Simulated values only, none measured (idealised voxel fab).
Presented below is a process module, voxel air gaps.
Cross-sectional view cut (width: 280 nm; square cell size: 5 nm).
When this document writes out a cross-section, it uses a grid of square cells and lists it as bands, beginning at the top and moving down, with a band standing for one or more rows of cells. Look at the band entry: it leads with the top's height and the bottom's height in nm. Then it lists the materials left to right, with a width in nm for each. The word "throughout" on a single material says that material fills the band edge to edge. The word "empty" is empty space. Convention: height 0 is the level below which the wafer, as received, is all one material. The lowest band does not terminate at the bottom but continues downward, represented as "z 0 and below". Width spec "30..40" -> top row of cells at first value, bottom row at second value, equal per-row change in between. "stayed the same" (step): cross-section cells unchanged, all of them. Basically, "Voids lacking openings" tells you about the enclosed voids: empty spaces with no open way to the top, 8 cells or bigger, each written width x height at distance, where distance is from the left edge, all in nm. after a step's settings: what the simulator itself notes on the step. overlay nm: where the mask lay relative to plan, measured to the right, on steps with a mask; negatives go left.
plan:
1 RECEIVE: material Si
2 CONFORMAL_DEP: material SiO2, thk nm 15
3 CONFORMAL_DEP: material SiCN, thk nm 5
4 DIRECTIONAL_DEP: material SiO2, thk nm 30
5 DIRECTIONAL_DEP: material aC, thk nm 10
6 PATTERN: tone open, mask id LINES, material resist, width nm 15, pitch nm 40, thk nm 30, overlay nm 0
7 DIRECTIONAL_ETCH: etch materials aC, depth nm 10
8 STRIP: etch materials resist
9 DIRECTIONAL_ETCH: etch materials SiO2, depth nm 30
10 STRIP: etch materials aC
11 CONFORMAL_DEP: material TiN, thk nm 5
12 FILL_DEP: material Cu, thk nm 5
13 CMP: height nm 50
14 EPI: material Ru, thk nm 10
15 SELECTIVE_ETCH: etch materials SiO2, depth nm 40
16 CONFORMAL_DEP: material SiCN, thk nm 5
First of two wafers - as planned:
Cross-section of the incoming wafer, state after step 1:
  z 0 and below  Si throughout
  Voids lacking openings: none
Wafer section view after processing step 2:
  z 15 to 0  SiO2 throughout
  Lower than 0, everything is as it was.
Wafer section view after processing step 3:
  z 20 to 15  SiCN throughout
  Lower than 15, everything is as it was.
Wafer section view after processing step 4:
  z 50 to 20  SiO2 throughout
  Lower than 20, everything is as it was.
Wafer section view after processing step 5:
  z 60 to 50  aC throughout
  Lower than 50, everything is as it was.
Wafer section view after processing step 6:
  z 90 to 60  resist=70 | empty=15 | resist=25 | empty=15 | resist=25 | empty=15 | resist=25 | empty=15 | resist=75
  Lower than 60, everything is as it was.
Wafer section view after processing step 7:
  z 80 to 60  resist=70 | empty=15 | resist=25 | empty=15 | resist=25 | empty=15 | resist=25 | empty=15 | resist=75
  z 60 to 50  aC=70 | empty=15 | aC=25 | empty=15 | aC=25 | empty=15 | aC=25 | empty=15 | aC=75
  Lower than 50, everything is as it was.
Wafer section view after processing step 8:
  z 60 to 50  aC=70 | empty=15 | aC=25 | empty=15 | aC=25 | empty=15 | aC=25 | empty=15 | aC=75
  Lower than 50, everything is as it was.
Wafer section view after processing step 9:
  z 60 to 50  aC=70 | empty=15 | aC=25 | empty=15 | aC=25 | empty=15 | aC=25 | empty=15 | aC=75
  z 50 to 20  SiO2=70 | empty=15 | SiO2=25 | empty=15 | SiO2=25 | empty=15 | SiO2=25 | empty=15 | SiO2=75
  Lower than 20, everything is as it was.
Wafer section view after processing step 10:
  z 50 to 20  SiO2=70 | empty=15 | SiO2=25 | empty=15 | SiO2=25 | empty=15 | SiO2=25 | empty=15 | SiO2=75
  Lower than 20, everything is as it was.
Wafer section view after processing step 11:
  z 55 to 50  TiN=75 | empty=5 | TiN=35 | empty=5 | TiN=35 | empty=5 | TiN=35 | empty=5 | TiN=80
  z 50 to 25  SiO2=70 | TiN=5 | empty=5 | TiN=5 | SiO2=25 | TiN=5 | empty=5 | TiN=5 | SiO2=25 | TiN=5 | empty=5 | TiN=5 | SiO2=25 | TiN=5 | empty=5 | TiN=5 | SiO2=75
  z 25 to 20  SiO2=70 | TiN=15 | SiO2=25 | TiN=15 | SiO2=25 | TiN=15 | SiO2=25 | TiN=15 | SiO2=75
  Lower than 20, everything is as it was.
Wafer section view after processing step 12:
  z 60 to 55  Cu throughout
  z 55 to 50  TiN=75 | Cu=5 | TiN=35 | Cu=5 | TiN=35 | Cu=5 | TiN=35 | Cu=5 | TiN=80
  z 50 to 25  SiO2=70 | TiN=5 | Cu=5 | TiN=5 | SiO2=25 | TiN=5 | Cu=5 | TiN=5 | SiO2=25 | TiN=5 | Cu=5 | TiN=5 | SiO2=25 | TiN=5 | Cu=5 | TiN=5 | SiO2=75
  Lower than 25, everything is as it was.
Wafer section view after processing step 13:
  z 50 to 25  SiO2=70 | TiN=5 | Cu=5 | TiN=5 | SiO2=25 | TiN=5 | Cu=5 | TiN=5 | SiO2=25 | TiN=5 | Cu=5 | TiN=5 | SiO2=25 | TiN=5 | Cu=5 | TiN=5 | SiO2=75
  Lower than 25, everything is as it was.
Wafer section view after processing step 14:
  z 60 to 50  empty=60 | Ru=35 | empty=5 | Ru=35 | empty=5 | Ru=35 | empty=5 | Ru=35 | empty=65
  Lower than 50, everything is as it was.
Wafer section view after processing step 15:
  z 60 to 50  empty=60 | Ru=35 | empty=5 | Ru=35 | empty=5 | Ru=35 | empty=5 | Ru=35 | empty=65
  z 50 to 25  empty=70 | TiN=5 | Cu=5 | TiN=5 | empty=25 | TiN=5 | Cu=5 | TiN=5 | empty=25 | TiN=5 | Cu=5 | TiN=5 | empty=25 | TiN=5 | Cu=5 | TiN=5 | empty=75
  z 25 to 20  empty=70 | TiN=15 | empty=25 | TiN=15 | empty=25 | TiN=15 | empty=25 | TiN=15 | empty=75
  Lower than 20, everything is as it was.
Wafer section view after processing step 16:
  z 65 to 60  empty=55 | SiCN=165 | empty=60
  z 60 to 50  empty=55 | SiCN=5 | Ru=35 | SiCN=5 | Ru=35 | SiCN=5 | Ru=35 | SiCN=5 | Ru=35 | SiCN=5 | empty=60
  z 50 to 45  empty=55 | SiCN=15 | TiN=5 | Cu=5 | TiN=5 | SiCN=25 | TiN=5 | Cu=5 | TiN=5 | SiCN=25 | TiN=5 | Cu=5 | TiN=5 | SiCN=25 | TiN=5 | Cu=5 | TiN=5 | SiCN=15 | empty=60
  z 45 to 25  empty=65 | SiCN=5 | TiN=5 | Cu=5 | TiN=5 | SiCN=5 | empty=15 | SiCN=5 | TiN=5 | Cu=5 | TiN=5 | SiCN=5 | empty=15 | SiCN=5 | TiN=5 | Cu=5 | TiN=5 | SiCN=5 | empty=15 | SiCN=5 | TiN=5 | Cu=5 | TiN=5 | SiCN=5 | empty=70
  z 25 to 20  SiCN=70 | TiN=15 | SiCN=25 | TiN=15 | SiCN=25 | TiN=15 | SiCN=25 | TiN=15 | SiCN=75
  Lower than 20, everything is as it was.
  Voids lacking openings: 15 x 20 at 90; 15 x 20 at 130; 15 x 20 at 170
Second wafer, same starting conditions and recipe as the first, one mistake in executing it, nothing differs from the first up to and including step 5:
Cross-section of the second wafer when, according to plan, step 6 should have finished:
  z 90 to 60  empty=70 | resist=15 | empty=25 | resist=15 | empty=25 | resist=15 | empty=25 | resist=15 | empty=75
  Lower than 60, everything is as it was.
Cross-section of the second wafer when, according to plan, step 7 should have finished:
  z 80 to 60  empty=70 | resist=15 | empty=25 | resist=15 | empty=25 | resist=15 | empty=25 | resist=15 | empty=75
  z 60 to 50  empty=70 | aC=15 | empty=25 | aC=15 | empty=25 | aC=15 | empty=25 | aC=15 | empty=75
  Lower than 50, everything is as it was.
Cross-section of the second wafer when, according to plan, step 8 should have finished:
  z 60 to 50  empty=70 | aC=15 | empty=25 | aC=15 | empty=25 | aC=15 | empty=25 | aC=15 | empty=75
  Lower than 50, everything is as it was.
Cross-section of the second wafer when, according to plan, step 9 should have finished:
  z 60 to 50  empty=70 | aC=15 | empty=25 | aC=15 | empty=25 | aC=15 | empty=25 | aC=15 | empty=75
  z 50 to 20  empty=70 | SiO2=15 | empty=25 | SiO2=15 | empty=25 | SiO2=15 | empty=25 | SiO2=15 | empty=75
  Lower than 20, everything is as it was.
Cross-section of the second wafer when, according to plan, step 10 should have finished:
  z 50 to 20  empty=70 | SiO2=15 | empty=25 | SiO2=15 | empty=25 | SiO2=15 | empty=25 | SiO2=15 | empty=75
  Lower than 20, everything is as it was.
Cross-section of the second wafer when, according to plan, step 11 should have finished:
  z 55 to 50  empty=65 | TiN=25 | empty=15 | TiN=25 | empty=15 | TiN=25 | empty=15 | TiN=25 | empty=70
  z 50 to 25  empty=65 | TiN=5 | SiO2=15 | TiN=5 | empty=15 | TiN=5 | SiO2=15 | TiN=5 | empty=15 | TiN=5 | SiO2=15 | TiN=5 | empty=15 | TiN=5 | SiO2=15 | TiN=5 | empty=70
  z 25 to 20  TiN=70 | SiO2=15 | TiN=25 | SiO2=15 | TiN=25 | SiO2=15 | TiN=25 | SiO2=15 | TiN=75
  Lower than 20, everything is as it was.
Cross-section of the second wafer when, according to plan, step 12 should have finished:
  z 60 to 55  Cu throughout
  z 55 to 50  Cu=65 | TiN=25 | Cu=15 | TiN=25 | Cu=15 | TiN=25 | Cu=15 | TiN=25 | Cu=70
  z 50 to 25  Cu=65 | TiN=5 | SiO2=15 | TiN=5 | Cu=15 | TiN=5 | SiO2=15 | TiN=5 | Cu=15 | TiN=5 | SiO2=15 | TiN=5 | Cu=15 | TiN=5 | SiO2=15 | TiN=5 | Cu=70
  Lower than 25, everything is as it was.
Cross-section of the second wafer when, according to plan, step 13 should have finished:
  z 50 to 25  Cu=65 | TiN=5 | SiO2=15 | TiN=5 | Cu=15 | TiN=5 | SiO2=15 | TiN=5 | Cu=15 | TiN=5 | SiO2=15 | TiN=5 | Cu=15 | TiN=5 | SiO2=15 | TiN=5 | Cu=70
  Lower than 25, everything is as it was.
Cross-section of the second wafer when, according to plan, step 14 should have finished:
  z 60 to 50  Ru throughout
  Lower than 50, everything is as it was.
Cross-section of the second wafer when, according to plan, step 15 should have finished: stayed the same
Cross-section of the second wafer when, according to plan, step 16 should have finished:
  z 65 to 60  SiCN throughout
  Lower than 60, everything is as it was.
Run error: step 6: run off-plan, actual operation and settings PATTERN: tone cover, mask id LINES, material resist, width nm 15, pitch nm 40, thk nm 30, overlay nm 0
Cell-count delta at end, second wafer over first, by material: 160 more of Cu | 56 more of Ru | 84 fewer of SiCN | 72 more of SiO2 | 32 more of TiN
The closed voids present at the end amount to 3 for the first wafer and 0 for the second wafer.
